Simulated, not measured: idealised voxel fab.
Module name: voxel transistor to metal (process module)
Section cut is 215 nm wide and gridded with 5 nm square cells.
Reading order for cross-sections: top band down to bottom band. Underlying form: a grid of square cells. Band size: one or more rows of cells.
Band: top and bottom heights (nm) first, top before bottom; then materials from left to right, widths in nm. "everywhere" marks a sole material filling the band edge to edge. "blank" denotes empty space.
For the purposes of this specification, 0 denotes the height below which the wafer in its as-received condition is composed wholly of one material, and the lowermost band, lacking a lower limit, extends downward without end, as expressed in "top 0, no bottom".
A width such as "30..40" changes by the same amount from each row of cells to the next, from the band's top row to its bottom row.
Where a step carries "no change occurred", the cross-section came out of it unchanged, cell for cell.
Heads up: "Trapped void list" only lists the empty pockets with no open path to the top that are 8 cells or more, and it writes them as width x height at distance, distance from the left edge, in nm.
Text after the settings on a step's line: the simulator's own remark on that step.
A step line may carry the setting "overlay nm", which, for steps involving a mask, states the distance by which the mask lay to the right of its intended position; negative values denote displacement to the left.
Process steps - plan:
1) RECEIVE (material Si)
2) CONFORMAL_DEP (material SiO2; thk nm 5)
3) CONFORMAL_DEP (material SiN; thk nm 15)
4) PATTERN (tone cover; mask id ACTIVE; material resist; width nm 110; thk nm 15; overlay nm 0)
5) DIRECTIONAL_ETCH (etch materials SiN; depth nm 15)
6) DIRECTIONAL_ETCH (etch materials SiO2; depth nm 5)
7) DIRECTIONAL_ETCH (etch materials Si; depth nm 20)
8) STRIP (etch materials resist)
9) OXIDIZE (depth nm 5)
10) FILL_DEP (material SiO2; thk nm 15)
11) CMP (height nm 20)
12) SELECTIVE_ETCH (etch materials SiO2; depth nm 10)
13) STRIP (etch materials SiN)
14) SELECTIVE_ETCH (etch materials SiO2; depth nm 5)
15) OXIDIZE (depth nm 5)
16) DIRECTIONAL_DEP (material polySi; thk nm 25)
17) DIRECTIONAL_DEP (material SiCN; thk nm 10)
18) MASKED_ETCH (tone cover; mask id GATE; width nm 20; etch materials SiCN; depth nm 20; overlay nm 0)
19) MASKED_ETCH (tone cover; mask id GATE; width nm 20; etch materials polySi; depth nm 35; overlay nm 0)
20) CONFORMAL_DEP (material SiO2; thk nm 5)
21) DIRECTIONAL_ETCH (etch materials SiO2; depth nm 5)
22) CONFORMAL_DEP (material SiN; thk nm 5)
23) DIRECTIONAL_ETCH (etch materials SiN; depth nm 5)
24) DIRECTIONAL_ETCH (etch materials SiO2; depth nm 5)
25) DIRECTIONAL_ETCH (etch materials Si; depth nm 10)
26) EPI (material SiGe; thk nm 15)
27) FILL_DEP (material SiO2; thk nm 5)
28) CMP (height nm 35)
29) DIRECTIONAL_DEP (material SiO2; thk nm 15)
30) DIRECTIONAL_DEP (material aC; thk nm 10)
31) PATTERN (tone open; mask id CONTACT; material resist; width nm 20; pitch nm 70; thk nm 30; overlay nm 0)
32) DIRECTIONAL_ETCH (etch materials aC; depth nm 10)
33) STRIP (etch materials resist)
34) DIRECTIONAL_ETCH (etch materials SiO2; depth nm 50)
35) STRIP (etch materials aC)
36) CONFORMAL_DEP (material TiN; thk nm 5)
37) FILL_DEP (material W; thk nm 10)
38) CMP (height nm 50)
39) DIRECTIONAL_DEP (material TiN; thk nm 5)
40) DIRECTIONAL_DEP (material Ru; thk nm 25)
41) DIRECTIONAL_DEP (material aC; thk nm 15)
42) PATTERN (tone cover; mask id METAL_1; material resist; width nm 20; pitch nm 70; thk nm 35; overlay nm 0)
43) DIRECTIONAL_ETCH (etch materials aC; depth nm 15)
44) STRIP (etch materials resist)
45) DIRECTIONAL_ETCH (etch materials Ru; depth nm 25)
46) DIRECTIONAL_ETCH (etch materials TiN; depth nm 5)
47) STRIP (etch materials aC)
48) FILL_DEP (material lowk; thk nm 10)
49) CMP (height nm 80)
50) CONFORMAL_DEP (material SiCN; thk nm 5)
Shown in cross-section is the wafer as received, that is, as it stands after step 1:
  top 0, no bottom = Si everywhere
  Trapped void list: none
The following cross-section depicts the wafer upon conclusion of the module. Processing commenced from the starting condition illustrated above and adhered to the plan illustrated above, save for one mistake in execution:
  top 85, bottom 80 = SiCN everywhere
  top 80, bottom 70 = 60 of lowk / 20 of Ru / 50 of lowk / 20 of Ru / 65 of lowk
  top 70, bottom 65 = 60 of lowk / 20 of TiN / 50 of lowk / 20 of TiN / 65 of lowk
  top 65, bottom 55 = W everywhere
  top 55, bottom 50 = 65 of TiN / 10 of W / 60 of TiN / 10 of W / 70 of TiN
  top 50, bottom 35 = 60 of SiO2 / 5 of TiN / 10 of W / 5 of TiN / 50 of SiO2 / 5 of TiN / 10 of W / 5 of TiN / 65 of SiO2
  top 35, bottom 25 = 60 of SiO2 / 5 of TiN / 10 of W / 5 of TiN / 5 of SiO2 / 5 of SiN / 5 of SiO2 / 20 of SiCN / 5 of SiO2 / 5 of SiN / 5 of SiO2 / 5 of TiN / 10 of W / 5 of TiN / 65 of SiO2
  top 25, bottom 15 = 60 of SiO2 / 5 of TiN / 10 of W / 5 of TiN / 5 of SiO2 / 5 of SiN / 5 of SiO2 / 20 of polySi / 5 of SiO2 / 5 of SiN / 5 of SiO2 / 5 of TiN / 10 of W / 5 of TiN / 65 of SiO2
  top 15, bottom 10 = 60 of SiO2 / 20 of TiN / 5 of SiO2 / 5 of SiN / 5 of SiO2 / 20 of polySi / 5 of SiO2 / 5 of SiN / 5 of SiO2 / 20 of TiN / 65 of SiO2
  top 10, bottom 5 = 60 of SiO2 / 10 of TiN / 15 of SiGe / 5 of SiN / 5 of SiO2 / 20 of polySi / 5 of SiO2 / 5 of SiN / 15 of SiGe / 10 of TiN / 65 of SiO2
  top 5, bottom 0 = 50 of SiO2 / 5 of SiN / 5 of SiO2 / 10 of TiN / 15 of SiGe / 5 of SiN / 5 of SiO2 / 20 of polySi / 5 of SiO2 / 5 of SiN / 15 of SiGe / 10 of TiN / 5 of SiO2 / 5 of SiN / 55 of SiO2
  top 0, bottom -5 = 55 of SiO2 / 30 of SiGe / 40 of SiO2 / 30 of SiGe / 60 of SiO2
  top -5, bottom -15 = 55 of SiO2 / 30 of SiGe / 40 of Si / 30 of SiGe / 60 of SiO2
  top -15, bottom -25 = 55 of SiO2 / 100 of Si / 60 of SiO2
  top -25, no bottom = Si everywhere
  Trapped void list: none
The mistake made against the process plan was this: step 38 of the plan got skipped, so it never ran
